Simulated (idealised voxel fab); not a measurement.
Herein follows the process module entitled voxel self aligned vias.
285 nm wide, 5 nm square cells: that's cross-section cut.
We lay out every cross-section as a grid of square cells and spell it out in bands from the top down, where one band means one or more rows of cells. Each band's line starts with the height of the band's top and of its bottom, in nm. Then come its materials from left to right, each with its width in nm. One material with "throughout" fills the band from edge to edge. "blank" is empty space. It should be noted that heights are counted from 0, beneath which the wafer as supplied is of one material throughout, and that the lowest band possesses no lower boundary but continues downward, as written in "0 nm and below". A width such as "30..40" changes by the same amount from each row of cells to the next, from the band's top row to its bottom row. Any step labelled "no alteration" changed none of the cells in the cross-section. Basically, "Enclosed internal voids" tells you about the enclosed voids: empty spaces with no open way to the top, 8 cells or bigger, each written width x height at distance, where distance is from the left edge, all in nm. Post-settings text on a step line: simulator's own remark regarding the step. overlay nm: right-of-plan distance of the mask on a masked step; negative values mean left-of-plan.

[plan]
1) RECEIVE,material Si
2) CONFORMAL_DEP,material SiO2,thk nm 15
3) CONFORMAL_DEP,material SiCN,thk nm 5
4) DIRECTIONAL_DEP,material lowk,thk nm 30
5) DIRECTIONAL_DEP,material aC,thk nm 10
6) PATTERN,tone open,mask id LINES,material resist,width nm 20,pitch nm 60,thk nm 30,overlay nm 0
7) DIRECTIONAL_ETCH,etch materials aC,depth nm 10
8) STRIP,etch materials resist
9) DIRECTIONAL_ETCH,etch materials lowk,depth nm 30
10) STRIP,etch materials aC
11) CONFORMAL_DEP,material TiN,thk nm 5
12) FILL_DEP,material W,thk nm 10
13) CMP,height nm 50
14) SELECTIVE_ETCH,etch materials W Ru TiN,depth nm 10
15) FILL_DEP,material SiN,thk nm 10
16) CMP,height nm 50
17) DIRECTIONAL_DEP,material lowk,thk nm 15
18) PATTERN,tone open,mask id VIAS,material resist,width nm 40,thk nm 15,overlay nm 0
19) DIRECTIONAL_ETCH,etch materials lowk,depth nm 15
20) DIRECTIONAL_ETCH,etch materials SiN,depth nm 10
21) STRIP,etch materials resist
22) CONFORMAL_DEP,material TiN,thk nm 5
23) FILL_DEP,material W,thk nm 5
24) CMP,height nm 65
25) CONFORMAL_DEP,material SiN,thk nm 5

[The first of a set of two wafers, run to plan]

[As received (post step 1): cross-section]
> 0 nm and below: Si throughout
> Enclosed internal voids: none

[Cross-section through the wafer, step 2 finished]
> 15 nm to 0 nm: SiO2 throughout
> Anything lower than 0 is untouched.

[Cross-section through the wafer, step 3 finished]
> 20 nm to 15 nm: SiCN throughout
> Anything lower than 15 is untouched.

[Cross-section through the wafer, step 4 finished]
> 50 nm to 20 nm: lowk throughout
> Anything lower than 20 is untouched.

[Cross-section through the wafer, step 5 finished]
> 60 nm to 50 nm: aC throughout
> Anything lower than 50 is untouched.

[Cross-section through the wafer, step 6 finished]
> 90 nm to 60 nm: resist (100), then blank (20), then resist (40), then blank (20), then resist (105)
> Anything lower than 60 is untouched.

[Cross-section through the wafer, step 7 finished]
> 80 nm to 60 nm: resist (100), then blank (20), then resist (40), then blank (20), then resist (105)
> 60 nm to 50 nm: aC (100), then blank (20), then aC (40), then blank (20), then aC (105)
> Anything lower than 50 is untouched.

[Cross-section through the wafer, step 8 finished]
> 60 nm to 50 nm: aC (100), then blank (20), then aC (40), then blank (20), then aC (105)
> Anything lower than 50 is untouched.

[Cross-section through the wafer, step 9 finished]
> 60 nm to 50 nm: aC (100), then blank (20), then aC (40), then blank (20), then aC (105)
> 50 nm to 20 nm: lowk (100), then blank (20), then lowk (40), then blank (20), then lowk (105)
> Anything lower than 20 is untouched.

[Cross-section through the wafer, step 10 finished]
> 50 nm to 20 nm: lowk (100), then blank (20), then lowk (40), then blank (20), then lowk (105)
> Anything lower than 20 is untouched.

[Cross-section through the wafer, step 11 finished]
> 55 nm to 50 nm: TiN (105), then blank (10), then TiN (50), then blank (10), then TiN (110)
> 50 nm to 25 nm: lowk (100), then TiN (5), then blank (10), then TiN (5), then lowk (40), then TiN (5), then blank (10), then TiN (5), then lowk (105)
> 25 nm to 20 nm: lowk (100), then TiN (20), then lowk (40), then TiN (20), then lowk (105)
> Anything lower than 20 is untouched.

[Cross-section through the wafer, step 12 finished]
> 65 nm to 55 nm: W throughout
> 55 nm to 50 nm: TiN (105), then W (10), then TiN (50), then W (10), then TiN (110)
> 50 nm to 25 nm: lowk (100), then TiN (5), then W (10), then TiN (5), then lowk (40), then TiN (5), then W (10), then TiN (5), then lowk (105)
> Anything lower than 25 is untouched.

[Cross-section through the wafer, step 13 finished]
> 50 nm to 25 nm: lowk (100), then TiN (5), then W (10), then TiN (5), then lowk (40), then TiN (5), then W (10), then TiN (5), then lowk (105)
> Anything lower than 25 is untouched.

[Cross-section through the wafer, step 14 finished]
> 50 nm to 40 nm: lowk (100), then blank (20), then lowk (40), then blank (20), then lowk (105)
> Anything lower than 40 is untouched.

[Cross-section through the wafer, step 15 finished]
> 60 nm to 50 nm: SiN throughout
> 50 nm to 40 nm: lowk (100), then SiN (20), then lowk (40), then SiN (20), then lowk (105)
> Anything lower than 40 is untouched.

[Cross-section through the wafer, step 16 finished]
> 50 nm to 40 nm: lowk (100), then SiN (20), then lowk (40), then SiN (20), then lowk (105)
> Anything lower than 40 is untouched.

[Cross-section through the wafer, step 17 finished]
> 65 nm to 50 nm: lowk throughout
> Anything lower than 50 is untouched.

[Cross-section through the wafer, step 18 finished]
> 80 nm to 65 nm: resist (90), then blank (40), then resist (155)
> Anything lower than 65 is untouched.

[Cross-section through the wafer, step 19 finished]
> 80 nm to 65 nm: resist (90), then blank (40), then resist (155)
> 65 nm to 50 nm: lowk (90), then blank (40), then lowk (155)
> Anything lower than 50 is untouched.

[Cross-section through the wafer, step 20 finished]
> 80 nm to 65 nm: resist (90), then blank (40), then resist (155)
> 65 nm to 50 nm: lowk (90), then blank (40), then lowk (155)
> 50 nm to 40 nm: lowk (100), then blank (20), then lowk (40), then SiN (20), then lowk (105)
> Anything lower than 40 is untouched.

[Cross-section through the wafer, step 21 finished]
> 65 nm to 50 nm: lowk (90), then blank (40), then lowk (155)
> Anything lower than 50 is untouched.

[Cross-section through the wafer, step 22 finished]
> 70 nm to 65 nm: TiN (95), then blank (30), then TiN (160)
> 65 nm to 55 nm: lowk (90), then TiN (5), then blank (30), then TiN (5), then lowk (155)
> 55 nm to 50 nm: lowk (90), then TiN (15), then blank (10), then TiN (15), then lowk (155)
> 50 nm to 45 nm: lowk (100), then TiN (5), then blank (10), then TiN (5), then lowk (40), then SiN (20), then lowk (105)
> 45 nm to 40 nm: lowk (100), then TiN (20), then lowk (40), then SiN (20), then lowk (105)
> Anything lower than 40 is untouched.

[Cross-section through the wafer, step 23 finished]
> 75 nm to 70 nm: W throughout
> 70 nm to 65 nm: TiN (95), then W (30), then TiN (160)
> 65 nm to 55 nm: lowk (90), then TiN (5), then W (30), then TiN (5), then lowk (155)
> 55 nm to 50 nm: lowk (90), then TiN (15), then W (10), then TiN (15), then lowk (155)
> 50 nm to 45 nm: lowk (100), then TiN (5), then W (10), then TiN (5), then lowk (40), then SiN (20), then lowk (105)
> Anything lower than 45 is untouched.

[Cross-section through the wafer, step 24 finished]
> 65 nm to 55 nm: lowk (90), then TiN (5), then W (30), then TiN (5), then lowk (155)
> Anything lower than 55 is untouched.

[Cross-section through the wafer, step 25 finished]
> 70 nm to 65 nm: SiN throughout
> Anything lower than 65 is untouched.

[Second wafer: same start and same plan as the first, one execution error; identical to the first through step 1]

Cross-section of the second wafer at the time step 2 of the plan should have ended: no alteration

[Cross-section of the second wafer at the time step 3 of the plan should have ended]
> 5 nm to 0 nm: SiCN throughout
> Anything lower than 0 is untouched.

[Cross-section of the second wafer at the time step 4 of the plan should have ended]
> 35 nm to 5 nm: lowk throughout
> Anything lower than 5 is untouched.

[Cross-section of the second wafer at the time step 5 of the plan should have ended]
> 45 nm to 35 nm: aC throughout
> Anything lower than 35 is untouched.

[Cross-section of the second wafer at the time step 6 of the plan should have ended]
> 75 nm to 45 nm: resist (100), then blank (20), then resist (40), then blank (20), then resist (105)
> Anything lower than 45 is untouched.

[Cross-section of the second wafer at the time step 7 of the plan should have ended]
> 65 nm to 45 nm: resist (100), then blank (20), then resist (40), then blank (20), then resist (105)
> 45 nm to 35 nm: aC (100), then blank (20), then aC (40), then blank (20), then aC (105)
> Anything lower than 35 is untouched.

[Cross-section of the second wafer at the time step 8 of the plan should have ended]
> 45 nm to 35 nm: aC (100), then blank (20), then aC (40), then blank (20), then aC (105)
> Anything lower than 35 is untouched.

[Cross-section of the second wafer at the time step 9 of the plan should have ended]
> 45 nm to 35 nm: aC (100), then blank (20), then aC (40), then blank (20), then aC (105)
> 35 nm to 5 nm: lowk (100), then blank (20), then lowk (40), then blank (20), then lowk (105)
> Anything lower than 5 is untouched.

[Cross-section of the second wafer at the time step 10 of the plan should have ended]
> 35 nm to 5 nm: lowk (100), then blank (20), then lowk (40), then blank (20), then lowk (105)
> Anything lower than 5 is untouched.

[Cross-section of the second wafer at the time step 11 of the plan should have ended]
> 40 nm to 35 nm: TiN (105), then blank (10), then TiN (50), then blank (10), then TiN (110)
> 35 nm to 10 nm: lowk (100), then TiN (5), then blank (10), then TiN (5), then lowk (40), then TiN (5), then blank (10), then TiN (5), then lowk (105)
> 10 nm to 5 nm: lowk (100), then TiN (20), then lowk (40), then TiN (20), then lowk (105)
> Anything lower than 5 is untouched.

[Cross-section of the second wafer at the time step 12 of the plan should have ended]
> 50 nm to 40 nm: W throughout
> 40 nm to 35 nm: TiN (105), then W (10), then TiN (50), then W (10), then TiN (110)
> 35 nm to 10 nm: lowk (100), then TiN (5), then W (10), then TiN (5), then lowk (40), then TiN (5), then W (10), then TiN (5), then lowk (105)
> Anything lower than 10 is untouched.

Cross-section of the second wafer at the time step 13 of the plan should have ended: no alteration

[Cross-section of the second wafer at the time step 14 of the plan should have ended]
> 40 nm to 35 nm: TiN (105), then W (10), then TiN (50), then W (10), then TiN (110)
> Anything lower than 35 is untouched.

[Cross-section of the second wafer at the time step 15 of the plan should have ended]
> 50 nm to 40 nm: SiN throughout
> Anything lower than 40 is untouched.

Cross-section of the second wafer at the time step 16 of the plan should have ended: no alteration

[Cross-section of the second wafer at the time step 17 of the plan should have ended]
> 65 nm to 50 nm: lowk throughout
> Anything lower than 50 is untouched.

[Cross-section of the second wafer at the time step 18 of the plan should have ended]
> 80 nm to 65 nm: resist (90), then blank (40), then resist (155)
> Anything lower than 65 is untouched.

[Cross-section of the second wafer at the time step 19 of the plan should have ended]
> 80 nm to 65 nm: resist (90), then blank (40), then resist (155)
> 65 nm to 50 nm: lowk (90), then blank (40), then lowk (155)
> Anything lower than 50 is untouched.

[Cross-section of the second wafer at the time step 20 of the plan should have ended]
> 80 nm to 65 nm: resist (90), then blank (40), then resist (155)
> 65 nm to 50 nm: lowk (90), then blank (40), then lowk (155)
> 50 nm to 40 nm: SiN (90), then blank (40), then SiN (155)
> Anything lower than 40 is untouched.

[Cross-section of the second wafer at the time step 21 of the plan should have ended]
> 65 nm to 50 nm: lowk (90), then blank (40), then lowk (155)
> Anything lower than 50 is untouched.

[Cross-section of the second wafer at the time step 22 of the plan should have ended]
> 70 nm to 65 nm: TiN (95), then blank (30), then TiN (160)
> 65 nm to 50 nm: lowk (90), then TiN (5), then blank (30), then TiN (5), then lowk (155)
> 50 nm to 45 nm: SiN (90), then TiN (5), then blank (30), then TiN (5), then SiN (155)
> 45 nm to 40 nm: SiN (90), then TiN (40), then SiN (155)
> Anything lower than 40 is untouched.

[Cross-section of the second wafer at the time step 23 of the plan should have ended]
> 75 nm to 70 nm: W throughout
> 70 nm to 65 nm: TiN (95), then W (30), then TiN (160)
> 65 nm to 50 nm: lowk (90), then TiN (5), then W (30), then TiN (5), then lowk (155)
> 50 nm to 45 nm: SiN (90), then TiN (5), then W (30), then TiN (5), then SiN (155)
> Anything lower than 45 is untouched.

[Cross-section of the second wafer at the time step 24 of the plan should have ended]
> 65 nm to 50 nm: lowk (90), then TiN (5), then W (30), then TiN (5), then lowk (155)
> Anything lower than 50 is untouched.

[Cross-section of the second wafer at the time step 25 of the plan should have ended]
> 70 nm to 65 nm: SiN throughout
> Anything lower than 65 is untouched.
The mistake made against the process plan was this: step 2 of the plan was jumped over and never run
FYI, end of process, the second wafer has more or fewer cells of some materials than the first: 90 more of SiN; 171 fewer of SiO2; 61 more of TiN; 20 more of W
